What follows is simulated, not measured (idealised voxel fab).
The following is a process module called voxel transistor to metal.
Square cell edge 5 nm, section width 160 nm, ID cut.
How to read a cross-section here: the picture is a grid of square cells, written as bands going from the top down, and any band can span one or more rows of cells.
What a band's entry tells you: where the top is and where the bottom is, as heights in nm, and after that what lies inside, material by material from left to right, each with its width in nm. Empty space is written as the word "air", and a single material marked with the word "all across" occupies the band from edge to edge.
All heights in this document are referenced to 0, defined as the level beneath which the wafer, as received, consists entirely of one material. The lowest band is not bounded below; it extends indefinitely downward and is written in the form "0 down".
Quick explanation for "30..40": the width changes in equal steps down the rows of cells, from the first number in the band's top row to the second number in its bottom row.
"nothing was modified" (step): cross-section cells unchanged, all of them.
Entry "Closed void entries" = empty spaces >= 8 cells with no open way to the top; each as width x height at distance, distance from left edge, all nm.
Where a step's line continues beyond its settings, the continuation is a remark by the simulator itself on that step.
The setting "overlay nm" may be written on the line of a step. When the step uses a mask, the value reports how far to the right of the planned place the mask lay, and a negative value reports that it lay to the left.
**Below is the list of planned process steps**
- 1: RECEIVE (material Si)
- 2: CONFORMAL_DEP (material SiO2; thk nm 5)
- 3: CONFORMAL_DEP (material SiN; thk nm 15)
- 4: MASKED_ETCH (tone cover; mask id ACTIVE; width nm 125; etch materials SiN; depth nm 15; overlay nm 0)
- 5: MASKED_ETCH (tone cover; mask id ACTIVE; width nm 125; etch materials SiO2; depth nm 5; overlay nm 0)
- 6: MASKED_ETCH (tone cover; mask id ACTIVE; width nm 125; etch materials Si; depth nm 25; overlay nm 0)
- 7: FILL_DEP (material SiO2; thk nm 15)
- 8: CMP (height nm 20)
- 9: SELECTIVE_ETCH (etch materials SiO2; depth nm 15)
- 10: STRIP (etch materials SiN)
- 11: SELECTIVE_ETCH (etch materials SiO2; depth nm 5)
- 12: OXIDIZE (depth nm 5)
- 13: DIRECTIONAL_DEP (material polySi; thk nm 30)
- 14: DIRECTIONAL_DEP (material SiCN; thk nm 10)
- 15: DIRECTIONAL_DEP (material aC; thk nm 10)
- 16: PATTERN (tone cover; mask id GATE; material resist; width nm 25; thk nm 25; overlay nm 0)
- 17: DIRECTIONAL_ETCH (etch materials aC; depth nm 10)
- 18: STRIP (etch materials resist)
- 19: DIRECTIONAL_ETCH (etch materials SiCN; depth nm 20)
- 20: DIRECTIONAL_ETCH (etch materials polySi; depth nm 40)
- 21: STRIP (etch materials aC)
- 22: CONFORMAL_DEP (material SiO2; thk nm 5)
- 23: DIRECTIONAL_ETCH (etch materials SiO2; depth nm 5)
- 24: CONFORMAL_DEP (material SiN; thk nm 10)
- 25: DIRECTIONAL_ETCH (etch materials SiN; depth nm 10)
- 26: DIRECTIONAL_ETCH (etch materials SiO2; depth nm 5)
- 27: EPI (material pSi; thk nm 5)
- 28: FILL_DEP (material SiO2; thk nm 10)
- 29: CMP (height nm 30)
- 30: STRIP (etch materials polySi)
- 31: SELECTIVE_ETCH (etch materials SiO2; depth nm 5)
- 32: CONFORMAL_DEP (material HfO2; thk nm 5)
- 33: CONFORMAL_DEP (material TiN; thk nm 5)
- 34: FILL_DEP (material W; thk nm 5)
- 35: CMP (height nm 25)
- 36: DIRECTIONAL_DEP (material SiO2; thk nm 10)
- 37: PATTERN (tone open; mask id CONTACT; material resist; width nm 20; pitch nm 85; thk nm 20; overlay nm 0)
- 38: DIRECTIONAL_ETCH (etch materials SiO2; depth nm 35)
- 39: STRIP (etch materials resist)
- 40: CONFORMAL_DEP (material TiN; thk nm 5)
- 41: FILL_DEP (material Ru; thk nm 5)
- 42: CMP (height nm 35)
- 43: DIRECTIONAL_DEP (material TiN; thk nm 5)
- 44: DIRECTIONAL_DEP (material W; thk nm 25)
- 45: MASKED_ETCH (tone cover; mask id METAL_1; width nm 20; pitch nm 85; etch materials W; depth nm 25; overlay nm 0)
- 46: MASKED_ETCH (tone cover; mask id METAL_1; width nm 20; pitch nm 85; etch materials TiN; depth nm 5; overlay nm 0)
- 47: CONFORMAL_DEP (material SiCN; thk nm 5)
- 48: FILL_DEP (material lowk; thk nm 10)
- 49: CMP (height nm 65)
- 50: CONFORMAL_DEP (material SiCN; thk nm 5)
- 51: DIRECTIONAL_DEP (material SiO2; thk nm 25)
- 52: MASKED_ETCH (tone open; mask id METAL_2; width nm 20; pitch nm 85; etch materials SiO2; depth nm 15; overlay nm -10)
- 53: DIRECTIONAL_DEP (material aC; thk nm 15)
- 54: PATTERN (tone open; mask id METAL_2_HOLES; material resist; width nm 15; pitch nm 85; thk nm 30; overlay nm 0)
- 55: DIRECTIONAL_ETCH (etch materials aC; depth nm 15)
- 56: STRIP (etch materials resist)
- 57: DIRECTIONAL_ETCH (etch materials SiO2; depth nm 10)
- 58: DIRECTIONAL_ETCH (etch materials SiCN; depth nm 5)
- 59: STRIP (etch materials aC)
- 60: CONFORMAL_DEP (material TiN; thk nm 5)
- 61: FILL_DEP (material Cu; thk nm 5)
- 62: CMP (height nm 95)
- 63: CONFORMAL_DEP (material SiCN; thk nm 5)
It is noted that the wafers described herein are identical at the outset and are distinguished by the overlay nm of step 52; the value stated in the plan corresponds to the first wafer.
**As-received state after step 1, first of several wafers, cross-section**
  0 down = Si all across
  Closed void entries: none
**End of module: cross-section of the first of several wafers after step 63, the last step**
  100 to 95 = SiCN all across
  95 to 85 = SiO2 (15); TiN (5); Cu (15..10); TiN (5..10); SiO2 (60); TiN (5); Cu (15..10); TiN (5..10); SiO2 (35)
  85 to 80 = SiO2 (15); TiN (20); SiO2 (65); TiN (20); SiO2 (40)
  80 to 70 = SiO2 (25); TiN (10); SiO2 (75); TiN (10); SiO2 (40)
  70 to 65 = SiCN (25); TiN (10); SiCN (75); TiN (10); SiCN (40)
  65 to 40 = lowk (20); SiCN (5); W (20); SiCN (5); lowk (55); SiCN (5); W (20); SiCN (5); lowk (25)
  40 to 35 = SiCN (25); TiN (20); SiCN (65); TiN (20); SiCN (30)
  35 to 25 = SiO2 (25); TiN (5); Ru (10); TiN (5); SiO2 (65); TiN (5); Ru (10); TiN (5); SiO2 (30)
  25 to 5 = SiO2 (25); TiN (5); Ru (10); TiN (5); SiO2 (5); SiN (10); HfO2 (5); TiN (5); W (15); TiN (5); HfO2 (5); SiN (10); SiO2 (5); TiN (5); Ru (10); TiN (5); SiO2 (30)
  5 to 0 = SiO2 (25); TiN (20); SiO2 (5); SiN (10); HfO2 (5); TiN (25); HfO2 (5); SiN (10); SiO2 (5); TiN (20); SiO2 (30)
  0 to -5 = SiO2 (10); pSi (40); SiO2 (10); HfO2 (35); SiO2 (10); pSi (40); SiO2 (15)
  -5 to -25 = SiO2 (15); Si (125); SiO2 (20)
  -25 down = Si all across
  Closed void entries: none
**Final wafer of several, shown in cross-section at the end of the module**
  100 to 95 = SiCN all across
  95 to 85 = SiO2 (25); TiN (5..20); Cu (25..10); TiN (5); SiO2 (50); TiN (5..20); Cu (25..10); TiN (5); SiO2 (15)
  85 to 80 = SiO2 (40); TiN (20); SiO2 (65); TiN (20); SiO2 (15)
  80 to 70 = SiO2 all across
  70 to 65 = SiCN all across
  65 to 40 = lowk (20); SiCN (5); W (20); SiCN (5); lowk (55); SiCN (5); W (20); SiCN (5); lowk (25)
  40 to 35 = SiCN (25); TiN (20); SiCN (65); TiN (20); SiCN (30)
  35 to 25 = SiO2 (25); TiN (5); Ru (10); TiN (5); SiO2 (65); TiN (5); Ru (10); TiN (5); SiO2 (30)
  25 to 5 = SiO2 (25); TiN (5); Ru (10); TiN (5); SiO2 (5); SiN (10); HfO2 (5); TiN (5); W (15); TiN (5); HfO2 (5); SiN (10); SiO2 (5); TiN (5); Ru (10); TiN (5); SiO2 (30)
  5 to 0 = SiO2 (25); TiN (20); SiO2 (5); SiN (10); HfO2 (5); TiN (25); HfO2 (5); SiN (10); SiO2 (5); TiN (20); SiO2 (30)
  0 to -5 = SiO2 (10); pSi (40); SiO2 (10); HfO2 (35); SiO2 (10); pSi (40); SiO2 (15)
  -5 to -25 = SiO2 (15); Si (125); SiO2 (20)
  -25 down = Si all across
  Closed void entries: none
**Tabulated below, wafer by wafer, are the end-of-module results: for each material, the number of cells gained (+) or lost (-) relative to the as-received state, followed by the closed voids**
overlay nm -10 | +10 Cu | +17 HfO2 | +24 Ru | -60 Si | +104 SiCN | +20 SiN | +274 SiO2 | +83 TiN | +52 W | +100 lowk | +16 pSi | Closed void entries: none
overlay nm -5 | +14 Cu | +17 HfO2 | +24 Ru | -60 Si | +102 SiCN | +20 SiN | +274 SiO2 | +81 TiN | +52 W | +100 lowk | +16 pSi | Closed void entries: none
overlay nm 0 | +14 Cu | +17 HfO2 | +24 Ru | -60 Si | +102 SiCN | +20 SiN | +274 SiO2 | +81 TiN | +52 W | +100 lowk | +16 pSi | Closed void entries: none
overlay nm 5 | +10 Cu | +17 HfO2 | +24 Ru | -60 Si | +104 SiCN | +20 SiN | +274 SiO2 | +83 TiN | +52 W | +100 lowk | +16 pSi | Closed void entries: none
overlay nm 10 | +12 Cu | +17 HfO2 | +24 Ru | -60 Si | +106 SiCN | +20 SiN | +274 SiO2 | +79 TiN | +52 W | +100 lowk | +16 pSi | Closed void entries: none
overlay nm 15 | +14 Cu | +17 HfO2 | +24 Ru | -60 Si | +108 SiCN | +20 SiN | +274 SiO2 | +75 TiN | +52 W | +100 lowk | +16 pSi | Closed void entries: none
